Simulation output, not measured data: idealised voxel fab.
This section sets out a process module, namely voxel spacer lines.
FYI the section here is cut, 180 nm wide, cells are 5 nm squares.
How to read a cross-section here: the picture is a grid of square cells, written as bands going from the top down, and any band can span one or more rows of cells. It is stipulated that each band's entry specify, in nanometres, the height of the top of the band and then that of its bottom, followed by the materials of the band in left-to-right sequence, each together with its width in nanometres. A single material marked by the word "everywhere" is understood to fill the band from edge to edge; the word "empty" is understood to denote empty space. Height 0 is the level under which the wafer as received is all one material. The lowest band goes on downwards, as in "0 down". Top row gets the first number, bottom row gets the second, and each row in between changes by the same step: that is how a band width like "30..40" works. "no change occurred" after a step means that no cell of the cross-section changed. Entry "Cavities, sealed". Content: empty spaces with no open connection to the top, size 8 cells or greater. Each: width x height at distance. Distance: from left edge. Unit: nm. It should be noted that, on the line of a given step, the content following the step's settings is a remark produced by the simulator itself with respect to that step. Each step line may optionally specify "overlay nm", which for a step with a mask gives the rightward distance between the mask's planned place and where it lay, a negative value indicating the leftward direction.

## The process steps that were planned are listed below
1: RECEIVE, material Si
2: CONFORMAL_DEP, material Al2O3, thk nm 5
3: DIRECTIONAL_DEP, material polySi, thk nm 15
4: DIRECTIONAL_DEP, material aC, thk nm 20
5: PATTERN, tone cover, mask id MANDREL, material resist, width nm 20, pitch nm 60, thk nm 25, overlay nm 0
6: DIRECTIONAL_ETCH, etch materials aC, depth nm 20
7: STRIP, etch materials resist
8: CONFORMAL_DEP, material SiO2, thk nm 10
9: DIRECTIONAL_ETCH, etch materials SiO2, depth nm 10
10: STRIP, etch materials aC
11: DIRECTIONAL_ETCH, etch materials polySi, depth nm 15
12: STRIP, etch materials SiO2

## first wafer, as planned

## Received-state cross-section, reflecting completion of step 1
- 0 down  Si everywhere
- Cavities, sealed: none

## Upon completion of step 2, the wafer appears in cross-section as shown
- 5 to 0  Al2O3 everywhere
- For the remainder of the cross-section, below 0, there is no change.

## Upon completion of step 3, the wafer appears in cross-section as shown
- 20 to 5  polySi everywhere
- For the remainder of the cross-section, below 5, there is no change.

## Upon completion of step 4, the wafer appears in cross-section as shown
- 40 to 20  aC everywhere
- For the remainder of the cross-section, below 20, there is no change.

## Upon completion of step 5, the wafer appears in cross-section as shown
- 65 to 40  empty: 50, resist: 20, empty: 40, resist: 20, empty: 50
- For the remainder of the cross-section, below 40, there is no change.

## Upon completion of step 6, the wafer appears in cross-section as shown
- 45 to 40  empty: 50, resist: 20, empty: 40, resist: 20, empty: 50
- 40 to 20  empty: 50, aC: 20, empty: 40, aC: 20, empty: 50
- For the remainder of the cross-section, below 20, there is no change.

## Upon completion of step 7, the wafer appears in cross-section as shown
- 40 to 20  empty: 50, aC: 20, empty: 40, aC: 20, empty: 50
- For the remainder of the cross-section, below 20, there is no change.

## Upon completion of step 8, the wafer appears in cross-section as shown
- 50 to 40  empty: 40, SiO2: 40, empty: 20, SiO2: 40, empty: 40
- 40 to 30  empty: 40, SiO2: 10, aC: 20, SiO2: 10, empty: 20, SiO2: 10, aC: 20, SiO2: 10, empty: 40
- 30 to 20  SiO2: 50, aC: 20, SiO2: 40, aC: 20, SiO2: 50
- For the remainder of the cross-section, below 20, there is no change.

## Upon completion of step 9, the wafer appears in cross-section as shown
- 40 to 20  empty: 40, SiO2: 10, aC: 20, SiO2: 10, empty: 20, SiO2: 10, aC: 20, SiO2: 10, empty: 40
- For the remainder of the cross-section, below 20, there is no change.

## Upon completion of step 10, the wafer appears in cross-section as shown
- 40 to 20  empty: 40, SiO2: 10, empty: 20, SiO2: 10, empty: 20, SiO2: 10, empty: 20, SiO2: 10, empty: 40
- For the remainder of the cross-section, below 20, there is no change.

## Upon completion of step 11, the wafer appears in cross-section as shown
- 40 to 20  empty: 40, SiO2: 10, empty: 20, SiO2: 10, empty: 20, SiO2: 10, empty: 20, SiO2: 10, empty: 40
- 20 to 5  empty: 40, polySi: 10, empty: 20, polySi: 10, empty: 20, polySi: 10, empty: 20, polySi: 10, empty: 40
- For the remainder of the cross-section, below 5, there is no change.

## Upon completion of step 12, the wafer appears in cross-section as shown
- 20 to 5  empty: 40, polySi: 10, empty: 20, polySi: 10, empty: 20, polySi: 10, empty: 20, polySi: 10, empty: 40
- For the remainder of the cross-section, below 5, there is no change.

## For the second wafer, take the first wafer's start and plan, then add one mistake made in running it; everything through step 2, that step included, is shared with the first

## Planned end of step 3: second wafer, cross-section
- 35 to 5  polySi everywhere
- For the remainder of the cross-section, below 5, there is no change.

## Planned end of step 4: second wafer, cross-section
- 55 to 35  aC everywhere
- For the remainder of the cross-section, below 35, there is no change.

## Planned end of step 5: second wafer, cross-section
- 80 to 55  empty: 50, resist: 20, empty: 40, resist: 20, empty: 50
- For the remainder of the cross-section, below 55, there is no change.

## Planned end of step 6: second wafer, cross-section
- 60 to 55  empty: 50, resist: 20, empty: 40, resist: 20, empty: 50
- 55 to 35  empty: 50, aC: 20, empty: 40, aC: 20, empty: 50
- For the remainder of the cross-section, below 35, there is no change.

## Planned end of step 7: second wafer, cross-section
- 55 to 35  empty: 50, aC: 20, empty: 40, aC: 20, empty: 50
- For the remainder of the cross-section, below 35, there is no change.

## Planned end of step 8: second wafer, cross-section
- 65 to 55  empty: 40, SiO2: 40, empty: 20, SiO2: 40, empty: 40
- 55 to 45  empty: 40, SiO2: 10, aC: 20, SiO2: 10, empty: 20, SiO2: 10, aC: 20, SiO2: 10, empty: 40
- 45 to 35  SiO2: 50, aC: 20, SiO2: 40, aC: 20, SiO2: 50
- For the remainder of the cross-section, below 35, there is no change.

## Planned end of step 9: second wafer, cross-section
- 55 to 35  empty: 40, SiO2: 10, aC: 20, SiO2: 10, empty: 20, SiO2: 10, aC: 20, SiO2: 10, empty: 40
- For the remainder of the cross-section, below 35, there is no change.

## Planned end of step 10: second wafer, cross-section
- 55 to 35  empty: 40, SiO2: 10, empty: 20, SiO2: 10, empty: 20, SiO2: 10, empty: 20, SiO2: 10, empty: 40
- For the remainder of the cross-section, below 35, there is no change.

## Planned end of step 11: second wafer, cross-section
- 55 to 35  empty: 40, SiO2: 10, empty: 20, SiO2: 10, empty: 20, SiO2: 10, empty: 20, SiO2: 10, empty: 40
- 35 to 20  empty: 40, polySi: 10, empty: 20, polySi: 10, empty: 20, polySi: 10, empty: 20, polySi: 10, empty: 40
- For the remainder of the cross-section, below 20, there is no change.

## Planned end of step 12: second wafer, cross-section
- 35 to 20  empty: 40, polySi: 10, empty: 20, polySi: 10, empty: 20, polySi: 10, empty: 20, polySi: 10, empty: 40
- For the remainder of the cross-section, below 20, there is no change.
Heads up, the wafer didn't run the way we planned it: twice over, step 3 of the plan was run
at the end the second wafer has, in cells: +108 polySi
